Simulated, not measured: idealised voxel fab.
This is a process module. Its name is voxel local oxidation.
Cross-section cut: width 155 nm, square cells of 5 nm.
Cross-section = grid of square cells, listed top down in bands; band = one or more rows.
Band: top and bottom heights (nm) first, top before bottom; then materials from left to right, widths in nm. "throughout" marks a sole material filling the band edge to edge. "empty" denotes empty space.
Heads up on the height convention: 0 is the point under which the incoming wafer is all one material, and the lowest band has no bottom, it just keeps going down, like "0 -> down".
Quick explanation for "30->40": the width changes in equal steps down the rows of cells, from the first number in the band's top row to the second number in its bottom row.
No cell of the cross-section changed in a step that is given as "no modifications".
Voids not open to the top, 8 cells minimum: see "Fully enclosed voids". Written width x height at distance; distance is from the left edge; nm.
Whatever follows a step's settings on its line is a remark the simulator itself makes about that step.
"overlay nm" denotes, for a step that has a mask, the displacement of the mask to the right of its planned place, with negative values corresponding to the left.
Planned step list for the process:
1,RECEIVE with material Si
2,CONFORMAL_DEP with material SiO2, thk nm 5
3,CONFORMAL_DEP with material SiN, thk nm 10
4,DIRECTIONAL_DEP with material aC, thk nm 15
5,PATTERN with tone cover, mask id ACTIVE, material resist, width nm 90, thk nm 35, overlay nm 0
6,DIRECTIONAL_ETCH with etch materials aC, depth nm 15
7,STRIP with etch materials resist
8,DIRECTIONAL_ETCH with etch materials SiN, depth nm 10
9,STRIP with etch materials aC
10,SELECTIVE_ETCH with etch materials SiO2, depth nm 5
11,OXIDIZE with depth nm 10
12,STRIP with etch materials SiN
first wafer, as planned:
Wafer cross-section on receipt, i.e. after step 1:
> 0 -> down: Si throughout
> Fully enclosed voids: none
Cross-sectional representation of the wafer at the conclusion of step 2:
> 5 -> 0: SiO2 throughout
> Whatever lies below 0 is exactly as it was before.
Cross-sectional representation of the wafer at the conclusion of step 3:
> 15 -> 5: SiN throughout
> Whatever lies below 5 is exactly as it was before.
Cross-sectional representation of the wafer at the conclusion of step 4:
> 30 -> 15: aC throughout
> Whatever lies below 15 is exactly as it was before.
Cross-sectional representation of the wafer at the conclusion of step 5:
> 65 -> 30: empty (30) | resist (90) | empty (35)
> Whatever lies below 30 is exactly as it was before.
Cross-sectional representation of the wafer at the conclusion of step 6:
> 50 -> 30: empty (30) | resist (90) | empty (35)
> 30 -> 15: empty (30) | aC (90) | empty (35)
> Whatever lies below 15 is exactly as it was before.
Cross-sectional representation of the wafer at the conclusion of step 7:
> 30 -> 15: empty (30) | aC (90) | empty (35)
> Whatever lies below 15 is exactly as it was before.
Cross-sectional representation of the wafer at the conclusion of step 8:
> 30 -> 15: empty (30) | aC (90) | empty (35)
> 15 -> 5: empty (30) | SiN (90) | empty (35)
> Whatever lies below 5 is exactly as it was before.
Cross-sectional representation of the wafer at the conclusion of step 9:
> 15 -> 5: empty (30) | SiN (90) | empty (35)
> Whatever lies below 5 is exactly as it was before.
Cross-sectional representation of the wafer at the conclusion of step 10:
> 15 -> 5: empty (30) | SiN (90) | empty (35)
> 5 -> 0: empty (35) | SiO2 (80) | empty (40)
> Whatever lies below 0 is exactly as it was before.
Cross-sectional representation of the wafer at the conclusion of step 11:
> 15 -> 5: empty (30) | SiN (90) | empty (35)
> 5 -> 0: empty (35) | SiO2 (80) | empty (40)
> 0 -> -10: SiO2 (45) | Si (60) | SiO2 (50)
> Whatever lies below -10 is exactly as it was before.
Cross-sectional representation of the wafer at the conclusion of step 12:
> 5 -> 0: empty (35) | SiO2 (80) | empty (40)
> Whatever lies below 0 is exactly as it was before.
Second wafer. Start and plan as for the first. One mistake made in running. Agrees with the first up to and including step 10:
Cross-sectional view of the second wafer at the intended end time of process step 11:
> 15 -> 5: empty (30) | SiN (90) | empty (35)
> 5 -> 0: empty (35) | SiO2 (80) | empty (40)
> 0 -> -20: SiO2 (55) | Si (40) | SiO2 (60)
> Whatever lies below -20 is exactly as it was before.
Cross-sectional view of the second wafer at the intended end time of process step 12:
> 5 -> 0: empty (35) | SiO2 (80) | empty (40)
> Whatever lies below 0 is exactly as it was before.
Processing error: off-plan run, step 11, actual operation and settings OXIDIZE with depth nm 20
The closing comparison, in cells, has the second wafer with more or fewer of some materials than the first: Si: 54 fewer; SiO2: 54 more
